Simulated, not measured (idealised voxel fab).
The following process module bears the name voxel transistor to metal.
This is section cut - it's 280 nm across, gridded in 5 nm square cells.
Cross-section spec: square-cell grid; bands listed top down; each band is one or more rows.
Heights first: top, then bottom, in nm. Then materials, left to right, each with a width in nm. "edge to edge" on a single material: fills the band edge to edge. "air": empty space.
Note: height 0 marks the level under which the wafer is uniformly one material as received. Lowest band unbounded below, written "0..down".
When a width is written as two numbers, as in "30..40", the first number is the width in the top row of cells of the band and the second is the width in its bottom row, and the width changes by the same amount from each row to the next.
Any step labelled "no change" changed none of the cells in the cross-section.
The entry "Enclosed void list" lists the empty spaces that cover at least 8 cells and have no open path to the top. Each is written as width x height at distance, where the distance is measured from the left edge and all three values are in nm.
Past the settings on a step's line: simulator remark, on that step.
The line of a step may include "overlay nm". On a step with a mask, this value is how far to the right of its planned place the mask lay. A negative value means the mask lay to the left.

[Process steps - plan]
1,RECEIVE with material Si
2,OXIDIZE with depth nm 5
3,CONFORMAL_DEP with material SiN, thk nm 10
4,MASKED_ETCH with tone cover, mask id ACTIVE, width nm 110, pitch nm 140, etch materials SiN, depth nm 10, overlay nm 0
5,MASKED_ETCH with tone cover, mask id ACTIVE, width nm 110, pitch nm 140, etch materials SiO2, depth nm 5, overlay nm 0
6,MASKED_ETCH with tone cover, mask id ACTIVE, width nm 110, pitch nm 140, etch materials Si, depth nm 25, overlay nm 0
7,FILL_DEP with material SiO2, thk nm 15
8,CMP with height nm 10
9,SELECTIVE_ETCH with etch materials SiO2, depth nm 5
10,STRIP with etch materials SiN
11,SELECTIVE_ETCH with etch materials SiO2, depth nm 5
12,OXIDIZE with depth nm 5
13,DIRECTIONAL_DEP with material polySi, thk nm 20
14,DIRECTIONAL_DEP with material SiCN, thk nm 15
15,DIRECTIONAL_DEP with material aC, thk nm 10
16,PATTERN with tone cover, mask id GATE, material resist, width nm 30, pitch nm 140, thk nm 30, overlay nm 0
17,DIRECTIONAL_ETCH with etch materials aC, depth nm 10
18,STRIP with etch materials resist
19,DIRECTIONAL_ETCH with etch materials SiCN, depth nm 25
20,DIRECTIONAL_ETCH with etch materials polySi, depth nm 30
21,STRIP with etch materials aC
22,CONFORMAL_DEP with material SiN, thk nm 10
23,DIRECTIONAL_ETCH with etch materials SiN, depth nm 10
24,DIRECTIONAL_ETCH with etch materials SiO2, depth nm 5
25,DIRECTIONAL_ETCH with etch materials Si, depth nm 5
26,EPI with material pSi, thk nm 5
27,FILL_DEP with material SiO2, thk nm 5
28,CMP with height nm 15
29,STRIP with etch materials polySi
30,SELECTIVE_ETCH with etch materials SiO2, depth nm 5
31,CONFORMAL_DEP with material HfO2, thk nm 5
32,CONFORMAL_DEP with material TiN, thk nm 5
33,FILL_DEP with material W, thk nm 5
34,CMP with height nm 10
35,DIRECTIONAL_DEP with material SiO2, thk nm 15
36,DIRECTIONAL_DEP with material aC, thk nm 10
37,PATTERN with tone open, mask id CONTACT, material resist, width nm 20, thk nm 25, overlay nm 0
38,DIRECTIONAL_ETCH with etch materials aC, depth nm 10
39,STRIP with etch materials resist
40,DIRECTIONAL_ETCH with etch materials SiO2, depth nm 35
41,STRIP with etch materials aC
42,CONFORMAL_DEP with material TiN, thk nm 5
43,FILL_DEP with material W, thk nm 10
44,CMP with height nm 25
45,CONFORMAL_DEP with material SiN, thk nm 5
46,DIRECTIONAL_DEP with material SiO2, thk nm 20
47,DIRECTIONAL_DEP with material aC, thk nm 15
48,PATTERN with tone open, mask id METAL_1, material resist, width nm 20, thk nm 35, overlay nm 0
49,DIRECTIONAL_ETCH with etch materials aC, depth nm 15
50,STRIP with etch materials resist
51,DIRECTIONAL_ETCH with etch materials SiO2, depth nm 20
52,DIRECTIONAL_ETCH with etch materials SiN, depth nm 5
53,STRIP with etch materials aC
54,CONFORMAL_DEP with material TiN, thk nm 5
55,FILL_DEP with material Cu, thk nm 5
56,CMP with height nm 50
57,EPI with material Ru, thk nm 5
58,FILL_DEP with material SiCN, thk nm 5
59,DIRECTIONAL_DEP with material lowk, thk nm 30
60,MASKED_ETCH with tone open, mask id METAL_2_HOLES, width nm 15, pitch nm 140, etch materials lowk, depth nm 30, overlay nm 0
61,PATTERN with tone open, mask id METAL_2, material resist, width nm 20, pitch nm 140, thk nm 15, overlay nm 0
62,DIRECTIONAL_ETCH with etch materials lowk, depth nm 15
63,DIRECTIONAL_ETCH with etch materials SiCN, depth nm 5
64,STRIP with etch materials resist
65,CONFORMAL_DEP with material TiN, thk nm 5
66,FILL_DEP with material Cu, thk nm 5
67,CMP with height nm 90
68,CONFORMAL_DEP with material SiCN, thk nm 5

[Cross-sectional view of the wafer in its as-received condition, corresponding to the state after step 1]
* 0..down | Si edge to edge
* Enclosed void list: none

[Module complete - cross-section of the first of two wafers, run according to plan]
* 95..90 | SiCN edge to edge
* 90..80 | lowk 20 nm  TiN 5 nm  Cu 10 nm  TiN 5 nm  lowk 120 nm  TiN 5 nm  Cu 10 nm  TiN 5 nm  lowk 100 nm
* 80..75 | lowk 20 nm  TiN 5 nm  Cu 5 nm  TiN 10 nm  lowk 120 nm  TiN 5 nm  Cu 5 nm  TiN 10 nm  lowk 100 nm
* 75..60 | lowk 20 nm  TiN 5 nm  Cu 5 nm  TiN 5 nm  lowk 125 nm  TiN 5 nm  Cu 5 nm  TiN 5 nm  lowk 105 nm
* 60..55 | SiCN 20 nm  TiN 15 nm  SiCN 125 nm  TiN 15 nm  SiCN 105 nm
* 55..50 | SiCN 15 nm  Ru 30 nm  SiCN 50 nm  Ru 30 nm  SiCN 30 nm  Ru 30 nm  SiCN 50 nm  Ru 30 nm  SiCN 15 nm
* 50..30 | SiO2 20 nm  TiN 5 nm  Cu 10 nm  TiN 5 nm  SiO2 60 nm  TiN 5 nm  Cu 10 nm  TiN 5 nm  SiO2 40 nm  TiN 5 nm  Cu 10 nm  TiN 5 nm  SiO2 60 nm  TiN 5 nm  Cu 10 nm  TiN 5 nm  SiO2 20 nm
* 30..25 | SiN 20 nm  TiN 20 nm  SiN 60 nm  TiN 20 nm  SiN 40 nm  TiN 20 nm  SiN 60 nm  TiN 20 nm  SiN 20 nm
* 25..10 | SiO2 20 nm  TiN 5 nm  W 10 nm  TiN 5 nm  SiO2 60 nm  TiN 5 nm  W 10 nm  TiN 5 nm  SiO2 40 nm  TiN 5 nm  W 10 nm  TiN 5 nm  SiO2 60 nm  TiN 5 nm  W 10 nm  TiN 5 nm  SiO2 20 nm
* 10..0 | SiO2 20 nm  TiN 5 nm  W 10 nm  TiN 5 nm  SiO2 5 nm  SiN 10 nm  HfO2 5 nm  TiN 5 nm  W 10 nm  TiN 5 nm  HfO2 5 nm  SiN 10 nm  SiO2 5 nm  TiN 5 nm  W 10 nm  TiN 5 nm  SiO2 40 nm  TiN 5 nm  W 10 nm  TiN 5 nm  SiO2 5 nm  SiN 10 nm  HfO2 5 nm  TiN 5 nm  W 10 nm  TiN 5 nm  HfO2 5 nm  SiN 10 nm  SiO2 5 nm  TiN 5 nm  W 10 nm  TiN 5 nm  SiO2 20 nm
* 0..-5 | SiO2 10 nm  SiN 10 nm  TiN 10 nm  W 5 nm  TiN 5 nm  SiO2 5 nm  SiN 10 nm  HfO2 5 nm  TiN 20 nm  HfO2 5 nm  SiN 10 nm  SiO2 5 nm  TiN 5 nm  W 5 nm  TiN 10 nm  SiN 10 nm  SiO2 20 nm  SiN 10 nm  TiN 10 nm  W 5 nm  TiN 5 nm  SiO2 5 nm  SiN 10 nm  HfO2 5 nm  TiN 20 nm  HfO2 5 nm  SiN 10 nm  SiO2 5 nm  TiN 5 nm  W 5 nm  TiN 10 nm  SiN 10 nm  SiO2 10 nm
* -5..-10 | SiO2 20 nm  pSi 5 nm  TiN 15 nm  pSi 5 nm  SiO2 5 nm  HfO2 40 nm  SiO2 5 nm  pSi 5 nm  TiN 15 nm  pSi 5 nm  SiO2 40 nm  pSi 5 nm  TiN 15 nm  pSi 5 nm  SiO2 5 nm  HfO2 40 nm  SiO2 5 nm  pSi 5 nm  TiN 15 nm  pSi 5 nm  SiO2 20 nm
* -10..-15 | SiO2 15 nm  Si 5 nm  pSi 25 nm  Si 50 nm  pSi 25 nm  Si 5 nm  SiO2 30 nm  Si 5 nm  pSi 25 nm  Si 50 nm  pSi 25 nm  Si 5 nm  SiO2 15 nm
* -15..-30 | SiO2 15 nm  Si 110 nm  SiO2 30 nm  Si 110 nm  SiO2 15 nm
* -30..down | Si edge to edge
* Enclosed void list: none

[The second wafer, shown in cross-section after the module: started the same way as the first and given the same plan, yet one mistake crept into how it was run]
* 95..90 | SiCN edge to edge
* 90..85 | Cu 10 nm  TiN 15 nm  Cu 10 nm  TiN 15 nm  Cu 40 nm  TiN 40 nm  Cu 20 nm  TiN 15 nm  Cu 10 nm  TiN 15 nm  Cu 40 nm  TiN 40 nm  Cu 10 nm
* 85..80 | TiN 15 nm  lowk 5 nm  TiN 5 nm  Cu 10 nm  TiN 5 nm  lowk 5 nm  TiN 50 nm  lowk 30 nm  TiN 30 nm  lowk 5 nm  TiN 5 nm  Cu 10 nm  TiN 5 nm  lowk 5 nm  TiN 50 nm  lowk 30 nm  TiN 15 nm
* 80..70 | lowk 20 nm  TiN 5 nm  Cu 10..5 nm  TiN 5..10 nm  lowk 120 nm  TiN 5 nm  Cu 10..5 nm  TiN 5..10 nm  lowk 100 nm
* 70..60 | lowk 20 nm  TiN 5 nm  Cu 5 nm  TiN 5 nm  lowk 125 nm  TiN 5 nm  Cu 5 nm  TiN 5 nm  lowk 105 nm
* 60..55 | lowk 20 nm  TiN 15 nm  lowk 125 nm  TiN 15 nm  lowk 105 nm
* 55..50 | lowk 15 nm  Ru 30 nm  lowk 50 nm  Ru 30 nm  lowk 30 nm  Ru 30 nm  lowk 50 nm  Ru 30 nm  lowk 15 nm
* 50..30 | SiO2 20 nm  TiN 5 nm  Cu 10 nm  TiN 5 nm  SiO2 60 nm  TiN 5 nm  Cu 10 nm  TiN 5 nm  SiO2 40 nm  TiN 5 nm  Cu 10 nm  TiN 5 nm  SiO2 60 nm  TiN 5 nm  Cu 10 nm  TiN 5 nm  SiO2 20 nm
* 30..25 | SiN 20 nm  TiN 20 nm  SiN 60 nm  TiN 20 nm  SiN 40 nm  TiN 20 nm  SiN 60 nm  TiN 20 nm  SiN 20 nm
* 25..10 | SiO2 20 nm  TiN 5 nm  W 10 nm  TiN 5 nm  SiO2 60 nm  TiN 5 nm  W 10 nm  TiN 5 nm  SiO2 40 nm  TiN 5 nm  W 10 nm  TiN 5 nm  SiO2 60 nm  TiN 5 nm  W 10 nm  TiN 5 nm  SiO2 20 nm
* 10..0 | SiO2 20 nm  TiN 5 nm  W 10 nm  TiN 5 nm  SiO2 5 nm  SiN 10 nm  HfO2 5 nm  TiN 5 nm  W 10 nm  TiN 5 nm  HfO2 5 nm  SiN 10 nm  SiO2 5 nm  TiN 5 nm  W 10 nm  TiN 5 nm  SiO2 40 nm  TiN 5 nm  W 10 nm  TiN 5 nm  SiO2 5 nm  SiN 10 nm  HfO2 5 nm  TiN 5 nm  W 10 nm  TiN 5 nm  HfO2 5 nm  SiN 10 nm  SiO2 5 nm  TiN 5 nm  W 10 nm  TiN 5 nm  SiO2 20 nm
* 0..-5 | SiO2 10 nm  SiN 10 nm  TiN 10 nm  W 5 nm  TiN 5 nm  SiO2 5 nm  SiN 10 nm  HfO2 5 nm  TiN 20 nm  HfO2 5 nm  SiN 10 nm  SiO2 5 nm  TiN 5 nm  W 5 nm  TiN 10 nm  SiN 10 nm  SiO2 20 nm  SiN 10 nm  TiN 10 nm  W 5 nm  TiN 5 nm  SiO2 5 nm  SiN 10 nm  HfO2 5 nm  TiN 20 nm  HfO2 5 nm  SiN 10 nm  SiO2 5 nm  TiN 5 nm  W 5 nm  TiN 10 nm  SiN 10 nm  SiO2 10 nm
* -5..-10 | SiO2 20 nm  pSi 5 nm  TiN 15 nm  pSi 5 nm  SiO2 5 nm  HfO2 40 nm  SiO2 5 nm  pSi 5 nm  TiN 15 nm  pSi 5 nm  SiO2 40 nm  pSi 5 nm  TiN 15 nm  pSi 5 nm  SiO2 5 nm  HfO2 40 nm  SiO2 5 nm  pSi 5 nm  TiN 15 nm  pSi 5 nm  SiO2 20 nm
* -10..-15 | SiO2 15 nm  Si 5 nm  pSi 25 nm  Si 50 nm  pSi 25 nm  Si 5 nm  SiO2 30 nm  Si 5 nm  pSi 25 nm  Si 50 nm  pSi 25 nm  Si 5 nm  SiO2 15 nm
* -15..-30 | SiO2 15 nm  Si 110 nm  SiO2 30 nm  Si 110 nm  SiO2 15 nm
* -30..down | Si edge to edge
* Enclosed void list: none
Heads up, the wafer didn't run the way we planned it: heads up, step 58 of the plan was skipped and never actually ran
at the end the second wafer has, in cells: 26 more of Cu, 82 fewer of SiCN, 56 more of TiN
